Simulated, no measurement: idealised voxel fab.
Name of the process module below: voxel double patterning
Shown is cross-section cut, with a width of 210 nm and square cells of size 5 nm.
Cross-section = grid of square cells, listed top down in bands; band = one or more rows.
A band entry consists of two parts. The first gives the height of the band's top and the height of its bottom, in nm. The rest lists the band's materials from left to right, each with its width in nm. A single material labelled with the word "edge to edge" fills the band from edge to edge, and the word "empty" marks empty space.
Height reference: 0 = level under which incoming wafer is all one material. Lowest band: no bottom, runs on downward, e.g. "0 and below".
Read "30->40" as a graded width: first number on top, second number at the bottom, same change between each pair of neighbouring rows.
Given "no alterations made" for a step, no cell of the cross-section differs between before and after that step.
Look at "Closed void register" for the closed voids: empty spaces with no open path to the top, sized 8 cells or up. Each is width x height at distance, distance from the left edge, all nm.
If you see something after the settings on a step's line, that's the simulator's own remark about that step.
Each step line may optionally specify "overlay nm", which for a step with a mask gives the rightward distance between the mask's planned place and where it lay, a negative value indicating the leftward direction.

### Process steps - plan
| 1 | RECEIVE, material Si |
| 2 | CONFORMAL_DEP, material SiO2, thk nm 5 |
| 3 | DIRECTIONAL_DEP, material polySi, thk nm 15 |
| 4 | DIRECTIONAL_DEP, material SiN, thk nm 10 |
| 5 | PATTERN, tone open, mask id FIRST, material resist, width nm 15, pitch nm 50, thk nm 15, overlay nm 0 |
| 6 | DIRECTIONAL_ETCH, etch materials SiN, depth nm 10 |
| 7 | STRIP, etch materials resist |
| 8 | MASKED_ETCH, tone open, mask id SECOND, width nm 15, etch materials SiN, depth nm 10, overlay nm 0 |
| 9 | DIRECTIONAL_ETCH, etch materials polySi, depth nm 15 |
| 10 | STRIP, etch materials SiN |

### First of two wafers, with the run carried out as planned

### Cross-section of the wafer upon arrival, representing the state reached after step 1
    0 and below | Si edge to edge
    Closed void register: none

### You're looking at a cross-section of the wafer after step 2
    5 down to 0 | SiO2 edge to edge
    Nothing below the height 0 has changed.

### You're looking at a cross-section of the wafer after step 3
    20 down to 5 | polySi edge to edge
    Nothing below the height 5 has changed.

### You're looking at a cross-section of the wafer after step 4
    30 down to 20 | SiN edge to edge
    Nothing below the height 20 has changed.

### You're looking at a cross-section of the wafer after step 5
    45 down to 30 | 70 nm resist, 15 nm empty, 35 nm resist, 15 nm empty, 75 nm resist
    Nothing below the height 30 has changed.

### You're looking at a cross-section of the wafer after step 6
    45 down to 30 | 70 nm resist, 15 nm empty, 35 nm resist, 15 nm empty, 75 nm resist
    30 down to 20 | 70 nm SiN, 15 nm empty, 35 nm SiN, 15 nm empty, 75 nm SiN
    Nothing below the height 20 has changed.

### You're looking at a cross-section of the wafer after step 7
    30 down to 20 | 70 nm SiN, 15 nm empty, 35 nm SiN, 15 nm empty, 75 nm SiN
    Nothing below the height 20 has changed.

### You're looking at a cross-section of the wafer after step 8
    30 down to 20 | 70 nm SiN, 15 nm empty, 10 nm SiN, 15 nm empty, 10 nm SiN, 15 nm empty, 75 nm SiN
    Nothing below the height 20 has changed.

### You're looking at a cross-section of the wafer after step 9
    30 down to 20 | 70 nm SiN, 15 nm empty, 10 nm SiN, 15 nm empty, 10 nm SiN, 15 nm empty, 75 nm SiN
    20 down to 5 | 70 nm polySi, 15 nm empty, 10 nm polySi, 15 nm empty, 10 nm polySi, 15 nm empty, 75 nm polySi
    Nothing below the height 5 has changed.

### You're looking at a cross-section of the wafer after step 10
    20 down to 5 | 70 nm polySi, 15 nm empty, 10 nm polySi, 15 nm empty, 10 nm polySi, 15 nm empty, 75 nm polySi
    Nothing below the height 5 has changed.

### The Second Wafer: Common Origin and Plan, One Mistake in Execution, Identical to the First Through Step 2

### Second wafer, cut view, end of step 3 per plan
    30 down to 5 | polySi edge to edge
    Nothing below the height 5 has changed.

### Second wafer, cut view, end of step 4 per plan
    40 down to 30 | SiN edge to edge
    Nothing below the height 30 has changed.

### Second wafer, cut view, end of step 5 per plan
    55 down to 40 | 70 nm resist, 15 nm empty, 35 nm resist, 15 nm empty, 75 nm resist
    Nothing below the height 40 has changed.

### Second wafer, cut view, end of step 6 per plan
    55 down to 40 | 70 nm resist, 15 nm empty, 35 nm resist, 15 nm empty, 75 nm resist
    40 down to 30 | 70 nm SiN, 15 nm empty, 35 nm SiN, 15 nm empty, 75 nm SiN
    Nothing below the height 30 has changed.

### Second wafer, cut view, end of step 7 per plan
    40 down to 30 | 70 nm SiN, 15 nm empty, 35 nm SiN, 15 nm empty, 75 nm SiN
    Nothing below the height 30 has changed.

### Second wafer, cut view, end of step 8 per plan
    40 down to 30 | 70 nm SiN, 15 nm empty, 10 nm SiN, 15 nm empty, 10 nm SiN, 15 nm empty, 75 nm SiN
    Nothing below the height 30 has changed.

### Second wafer, cut view, end of step 9 per plan
    40 down to 30 | 70 nm SiN, 15 nm empty, 10 nm SiN, 15 nm empty, 10 nm SiN, 15 nm empty, 75 nm SiN
    30 down to 15 | 70 nm polySi, 15 nm empty, 10 nm polySi, 15 nm empty, 10 nm polySi, 15 nm empty, 75 nm polySi
    Nothing below the height 15 has changed.

### Second wafer, cut view, end of step 10 per plan
    30 down to 15 | 70 nm polySi, 15 nm empty, 10 nm polySi, 15 nm empty, 10 nm polySi, 15 nm empty, 75 nm polySi
    Nothing below the height 15 has changed.
In executing the process, a mistake was made relative to the plan: step 3 did not happen as planned, as run it was DIRECTIONAL_DEP, material polySi, thk nm 25
at the end the second wafer has, in cells: polySi: 84 more
